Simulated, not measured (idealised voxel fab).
process module | voxel released beams
cross-section cut | 240 nm wide | cells 5 nm
A cross-section is a grid of square cells, given in bands from the top down. A band is one or more rows of cells.
Each band's line starts with the height of the band's top and of its bottom, in nm. Then come its materials from left to right, each with its width in nm. One material with "throughout" fills the band from edge to edge. "air" is empty space.
Height 0 is the level under which the wafer as received is all one material. The lowest band goes on downwards, as in "0 down".
A width such as "30 to 40" changes by the same amount from each row of cells to the next, from the band's top row to its bottom row.
"no change" after a step means that no cell of the cross-section changed.
closed voids: empty space of 8 cells or more with no open way to the top, each as width x height at its distance from the left edge, in nm
after a step's settings: what the simulator itself notes on the step
overlay nm, on a step with a mask: how far to the right of its planned place the mask lay; to the left if negative
plan
1 op RECEIVE | material Si
2 op CONFORMAL_DEP | material Al2O3 | thk nm 5
3 op DIRECTIONAL_DEP | material SiO2 | thk nm 20
4 op MASKED_ETCH | tone open | mask id ANCHOR | width nm 25 | etch materials SiO2 | depth nm 20 | overlay nm 0
5 op CONFORMAL_DEP | material polySi | thk nm 10
6 op MASKED_ETCH | tone cover | mask id BEAM | width nm 110 | etch materials polySi | depth nm 5 | overlay nm 0
7 op STRIP | etch materials SiO2
varied across the wafers: depth nm of step 6. The plan shows the first wafer's value. All wafers start alike
first wafer as received, after step 1
  0 down: Si throughout
  closed voids: none
each wafer at the end: cells of each material gained (+) or lost (-) since it was received, then its closed voids
depth nm 5 | +48 Al2O3 | +172 SiO2 | +86 polySi | closed voids: none
depth nm 10 | +48 Al2O3 | +60 polySi | closed voids: none
depth nm 15 | +48 Al2O3 | +60 polySi | closed voids: none
depth nm 20 | +48 Al2O3 | +60 polySi | closed voids: none
depth nm 25 | +48 Al2O3 | +60 polySi | closed voids: none
